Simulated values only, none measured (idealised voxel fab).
Title: Process Module voxel tone inversion
Each square cell in cross-section cut measures 5 nm, and the section as a whole is 180 nm wide.
A cross-section is a grid of square cells, given in bands from the top down. A band is one or more rows of cells. Quick guide to a band line: top height, bottom height (nm) up front; then every material left to right with its width in nm. Only one material and it's marked "everywhere"? Then it fills the band edge to edge. And "empty" just means empty space. The level at which height equals 0 is the one under which the wafer, as it arrives, is entirely one material. No lower edge exists for the bottom band, which continues downward and is notated as in "0 -> down". Quick explanation for "30..40": the width changes in equal steps down the rows of cells, from the first number in the band's top row to the second number in its bottom row. Key: "nothing was modified" - step with no changed cell in the cross-section. "Sealed cavities" - sealed voids, min. 8 cells, no opening to top; format: width x height at distance (distance from left edge; nm throughout). after a step's settings: what the simulator itself notes on the step. Regarding "overlay nm": on a step with a mask, it is the distance the mask lay to the right of its planned place; a negative value places it to the left.
This section lists the process steps that were planned
1) RECEIVE,material Si
2) CONFORMAL_DEP,material SiCN,thk nm 5
3) DIRECTIONAL_DEP,material aC,thk nm 15
4) PATTERN,tone cover,mask id POSTS,material resist,width nm 15,pitch nm 45,thk nm 25,overlay nm 0
5) DIRECTIONAL_ETCH,etch materials aC,depth nm 15
6) STRIP,etch materials resist
7) FILL_DEP,material SiO2,thk nm 10
8) CMP,height nm 20
9) STRIP,etch materials aC
Incoming wafer, cross-sectional view, post step 1
0 -> down | Si everywhere
Sealed cavities: none
The first of two wafers, cross-sectioned at the end of the module, with the run proceeding as planned
20 -> 5 | SiO2 60 nm, then empty 15 nm, then SiO2 30 nm, then empty 15 nm, then SiO2 60 nm
5 -> 0 | SiCN everywhere
0 -> down | Si everywhere
Sealed cavities: none
Cross-sectional view of the second of two wafers upon completion of the module. This wafer shared its starting condition and process plan with the first; one error was made during its execution
20 -> 15 | SiO2 60 nm, then empty 15 nm, then SiO2 30 nm, then empty 15 nm, then SiO2 60 nm
15 -> 0 | SiCN everywhere
0 -> down | Si everywhere
Sealed cavities: none
Error vs. plan: step 2 ran as: CONFORMAL_DEP,material SiCN,thk nm 15
Looking at both finished wafers in cells, the second ends up ahead of or behind the first on some materials: 72 more of SiCN | 60 fewer of SiO2
